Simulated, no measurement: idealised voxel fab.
The following is a process module called voxel air gaps.
Section cut is 165 nm wide and gridded with 5 nm square cells.
The cross-sections in this document take the form of a grid made of square cells. They are written out as bands, in order from top to bottom. Each band consists of one or more rows of cells. Per band: top height and bottom height in nm, followed by the left-to-right materials and their widths in nm; "throughout" marks a single material spanning edge to edge, "blank" marks empty space. Height 0 is the level under which the wafer as received is all one material. The lowest band goes on downwards, as in "top 0, no bottom". Graded width ("30->40"): value in top row of band = first number; value in bottom row = second number; row-to-row change constant. The designation "remains unaltered", where it is given for a processing step, indicates that no cell of the cross-section was altered in the course of that step. So "Unvented internal voids" is basically the list of trapped voids: any empty space of 8 cells or more that can't reach the top through an opening. They're written width x height at distance, the distance being from the left edge, and it's all nm. Where a step's line continues beyond its settings, the continuation is a remark by the simulator itself on that step. On any step carrying a mask, the "overlay nm" setting, if present on the step's line, tells how far right of its planned place the mask lay; negative values point to the left.

PROCESS STEPS FORESEEN IN THE PLAN
1. op RECEIVE | material Si
2. op CONFORMAL_DEP | material SiO2 | thk nm 15
3. op CONFORMAL_DEP | material SiN | thk nm 5
4. op DIRECTIONAL_DEP | material SiO2 | thk nm 40
5. op PATTERN | tone open | mask id LINES | material resist | width nm 15 | pitch nm 40 | thk nm 15 | overlay nm 0
6. op DIRECTIONAL_ETCH | etch materials SiO2 | depth nm 40
7. op STRIP | etch materials resist
8. op CONFORMAL_DEP | material TiN | thk nm 5
9. op FILL_DEP | material W | thk nm 10
10. op CMP | height nm 60
11. op EPI | material Ru | thk nm 10
12. op SELECTIVE_ETCH | etch materials SiO2 | depth nm 50
13. op CONFORMAL_DEP | material SiCN | thk nm 5

WHAT FOLLOWS COVERS THE FIRST OF TWO WAFERS; IT RAN AS PLANNED

WAFER AS RECEIVED: CROSS-SECTION FOLLOWING STEP 1
	top 0, no bottom = Si throughout
	Unvented internal voids: none

CROSS-SECTION THROUGH THE WAFER, STEP 2 FINISHED
	top 15, bottom 0 = SiO2 throughout
	Below 0, the layers are the same as they were.

CROSS-SECTION THROUGH THE WAFER, STEP 3 FINISHED
	top 20, bottom 15 = SiN throughout
	Below 15, the layers are the same as they were.

CROSS-SECTION THROUGH THE WAFER, STEP 4 FINISHED
	top 60, bottom 20 = SiO2 throughout
	Below 20, the layers are the same as they were.

CROSS-SECTION THROUGH THE WAFER, STEP 5 FINISHED
	top 75, bottom 60 = resist 35; blank 15; resist 25; blank 15; resist 25; blank 15; resist 35
	Below 60, the layers are the same as they were.

CROSS-SECTION THROUGH THE WAFER, STEP 6 FINISHED
	top 75, bottom 60 = resist 35; blank 15; resist 25; blank 15; resist 25; blank 15; resist 35
	top 60, bottom 20 = SiO2 35; blank 15; SiO2 25; blank 15; SiO2 25; blank 15; SiO2 35
	Below 20, the layers are the same as they were.

CROSS-SECTION THROUGH THE WAFER, STEP 7 FINISHED
	top 60, bottom 20 = SiO2 35; blank 15; SiO2 25; blank 15; SiO2 25; blank 15; SiO2 35
	Below 20, the layers are the same as they were.

CROSS-SECTION THROUGH THE WAFER, STEP 8 FINISHED
	top 65, bottom 60 = TiN 40; blank 5; TiN 35; blank 5; TiN 35; blank 5; TiN 40
	top 60, bottom 25 = SiO2 35; TiN 5; blank 5; TiN 5; SiO2 25; TiN 5; blank 5; TiN 5; SiO2 25; TiN 5; blank 5; TiN 5; SiO2 35
	top 25, bottom 20 = SiO2 35; TiN 15; SiO2 25; TiN 15; SiO2 25; TiN 15; SiO2 35
	Below 20, the layers are the same as they were.

CROSS-SECTION THROUGH THE WAFER, STEP 9 FINISHED
	top 75, bottom 65 = W throughout
	top 65, bottom 60 = TiN 40; W 5; TiN 35; W 5; TiN 35; W 5; TiN 40
	top 60, bottom 25 = SiO2 35; TiN 5; W 5; TiN 5; SiO2 25; TiN 5; W 5; TiN 5; SiO2 25; TiN 5; W 5; TiN 5; SiO2 35
	Below 25, the layers are the same as they were.

CROSS-SECTION THROUGH THE WAFER, STEP 10 FINISHED
	top 60, bottom 25 = SiO2 35; TiN 5; W 5; TiN 5; SiO2 25; TiN 5; W 5; TiN 5; SiO2 25; TiN 5; W 5; TiN 5; SiO2 35
	Below 25, the layers are the same as they were.

CROSS-SECTION THROUGH THE WAFER, STEP 11 FINISHED
	top 70, bottom 60 = blank 25; Ru 35; blank 5; Ru 35; blank 5; Ru 35; blank 25
	Below 60, the layers are the same as they were.

CROSS-SECTION THROUGH THE WAFER, STEP 12 FINISHED
	top 70, bottom 60 = blank 25; Ru 35; blank 5; Ru 35; blank 5; Ru 35; blank 25
	top 60, bottom 25 = blank 35; TiN 5; W 5; TiN 5; blank 25; TiN 5; W 5; TiN 5; blank 25; TiN 5; W 5; TiN 5; blank 35
	top 25, bottom 20 = blank 35; TiN 15; blank 25; TiN 15; blank 25; TiN 15; blank 35
	Below 20, the layers are the same as they were.

CROSS-SECTION THROUGH THE WAFER, STEP 13 FINISHED
	top 75, bottom 70 = blank 20; SiCN 125; blank 20
	top 70, bottom 60 = blank 20; SiCN 5; Ru 35; SiCN 5; Ru 35; SiCN 5; Ru 35; SiCN 5; blank 20
	top 60, bottom 55 = blank 20; SiCN 15; TiN 5; W 5; TiN 5; SiCN 25; TiN 5; W 5; TiN 5; SiCN 25; TiN 5; W 5; TiN 5; SiCN 15; blank 20
	top 55, bottom 25 = blank 30; SiCN 5; TiN 5; W 5; TiN 5; SiCN 5; blank 15; SiCN 5; TiN 5; W 5; TiN 5; SiCN 5; blank 15; SiCN 5; TiN 5; W 5; TiN 5; SiCN 5; blank 30
	top 25, bottom 20 = SiCN 35; TiN 15; SiCN 25; TiN 15; SiCN 25; TiN 15; SiCN 35
	Below 20, the layers are the same as they were.
	Unvented internal voids: 15 x 30 at 55; 15 x 30 at 95

NOW THE OTHER WAFER: SAME START, SAME RECIPE, BUT WE MESSED UP ONE THING WHEN RUNNING IT. UP TO AND INCLUDING STEP 10 IT'S THE SAME AS THE FIRST ONE

SECOND WAFER CROSS-SECTION, TAKEN AS OF THE TIME THE PLAN SETS FOR STEP 11 TO BE DONE
	top 80, bottom 60 = blank 15; Ru 135; blank 15
	Below 60, the layers are the same as they were.

SECOND WAFER CROSS-SECTION, TAKEN AS OF THE TIME THE PLAN SETS FOR STEP 12 TO BE DONE
	top 80, bottom 60 = blank 15; Ru 135; blank 15
	top 60, bottom 25 = blank 35; TiN 5; W 5; TiN 5; SiO2 25; TiN 5; W 5; TiN 5; SiO2 25; TiN 5; W 5; TiN 5; blank 35
	top 25, bottom 20 = blank 35; TiN 15; SiO2 25; TiN 15; SiO2 25; TiN 15; blank 35
	Below 20, the layers are the same as they were.

SECOND WAFER CROSS-SECTION, TAKEN AS OF THE TIME THE PLAN SETS FOR STEP 13 TO BE DONE
	top 85, bottom 80 = blank 10; SiCN 145; blank 10
	top 80, bottom 60 = blank 10; SiCN 5; Ru 135; SiCN 5; blank 10
	top 60, bottom 55 = blank 10; SiCN 25; TiN 5; W 5; TiN 5; SiO2 25; TiN 5; W 5; TiN 5; SiO2 25; TiN 5; W 5; TiN 5; SiCN 25; blank 10
	top 55, bottom 25 = blank 30; SiCN 5; TiN 5; W 5; TiN 5; SiO2 25; TiN 5; W 5; TiN 5; SiO2 25; TiN 5; W 5; TiN 5; SiCN 5; blank 30
	top 25, bottom 20 = SiCN 35; TiN 15; SiO2 25; TiN 15; SiO2 25; TiN 15; SiCN 35
	Below 20, the layers are the same as they were.
What was done differently from what was planned? heads up, step 11 of the plan got done twice
The closing comparison, in cells, has the second wafer with more or fewer of some materials than the first: Ru +66 | SiCN -36 | SiO2 +80
Heads up: the first wafer ends with 2 closed voids, the second with 0.
